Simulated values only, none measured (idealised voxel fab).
Process module, titled voxel ribs on slabs
Displayed cross-section: cut, width of 155 nm, square cells sized 5 nm.
We lay out every cross-section as a grid of square cells and spell it out in bands from the top down, where one band means one or more rows of cells. Heights first: top, then bottom, in nm. Then materials, left to right, each with a width in nm. "edge to edge" on a single material: fills the band edge to edge. "empty": empty space. All heights in this document are referenced to 0, defined as the level beneath which the wafer, as received, consists entirely of one material. The lowest band is not bounded below; it extends indefinitely downward and is written in the form "from 0 down". Graded width ("30..40"): value in top row of band = first number; value in bottom row = second number; row-to-row change constant. No cell of the cross-section changed in a step that is given as "nothing altered". This entry, "Sealed void inventory", enumerates those empty regions of no fewer than 8 cells that possess no open connection to the top. Each region is reported in the form width x height at distance, the distance being taken from the left edge, with all three quantities expressed in nm. What comes after the settings on a step's line is commentary from the simulator itself on that step. Each step line may optionally specify "overlay nm", which for a step with a mask gives the rightward distance between the mask's planned place and where it lay, a negative value indicating the leftward direction.
Listed below are the process steps as planned
1,RECEIVE (material Si)
2,DIRECTIONAL_DEP (material SiO2; thk nm 20)
3,DIRECTIONAL_DEP (material polySi; thk nm 25)
4,MASKED_ETCH (tone cover; mask id RIB; width nm 30; etch materials polySi; depth nm 20; overlay nm 0)
5,DIRECTIONAL_DEP (material aC; thk nm 15)
6,PATTERN (tone cover; mask id SLAB; material resist; width nm 60; thk nm 35; overlay nm 0)
7,DIRECTIONAL_ETCH (etch materials aC; depth nm 15)
8,STRIP (etch materials resist)
9,DIRECTIONAL_ETCH (etch materials polySi; depth nm 5)
10,STRIP (etch materials aC)
11,FILL_DEP (material SiO2; thk nm 20)
12,CMP (height nm 60)
13,DIRECTIONAL_DEP (material W; thk nm 5)
14,PATTERN (tone cover; mask id HEATER; material resist; width nm 40; thk nm 15; overlay nm 0)
15,DIRECTIONAL_ETCH (etch materials W; depth nm 10)
16,STRIP (etch materials resist)
17,CONFORMAL_DEP (material SiO2; thk nm 10)
Wafer-to-wafer difference: thk nm, step 13. Common start. Plan = first wafer's value.
First of several wafers (as received, post step 1), cross-sectional view
	from 0 down  Si edge to edge
	Sealed void inventory: none
The first of several wafers, seen in cross-section after the module's last step, step 17
	from 75 to 70  45 nm empty / 60 nm SiO2 / 50 nm empty
	from 70 to 65  SiO2 edge to edge
	from 65 to 60  55 nm SiO2 / 40 nm W / 60 nm SiO2
	from 60 to 45  SiO2 edge to edge
	from 45 to 25  60 nm SiO2 / 30 nm polySi / 65 nm SiO2
	from 25 to 20  45 nm SiO2 / 60 nm polySi / 50 nm SiO2
	from 20 to 0  SiO2 edge to edge
	from 0 down  Si edge to edge
	Sealed void inventory: none
Wafer cross-section (last wafer, module end)
	from 95 to 85  45 nm empty / 60 nm SiO2 / 50 nm empty
	from 85 to 75  55 nm SiO2 / 40 nm W / 60 nm SiO2
	from 75 to 60  W edge to edge
	from 60 to 45  SiO2 edge to edge
	from 45 to 25  60 nm SiO2 / 30 nm polySi / 65 nm SiO2
	from 25 to 20  45 nm SiO2 / 60 nm polySi / 50 nm SiO2
	from 20 to 0  SiO2 edge to edge
	from 0 down  Si edge to edge
	Sealed void inventory: none
Below: a row per wafer. Contents at end of module: for every material, cells gained since receipt (+) or lost since receipt (-); then closed voids
thk nm 5, +402 SiO2, +8 W, +36 polySi, Sealed void inventory: none
thk nm 10, +406 SiO2, +16 W, +36 polySi, Sealed void inventory: none
thk nm 15, +406 SiO2, +47 W, +36 polySi, Sealed void inventory: none
thk nm 20, +406 SiO2, +78 W, +36 polySi, Sealed void inventory: none
thk nm 25, +406 SiO2, +109 W, +36 polySi, Sealed void inventory: none
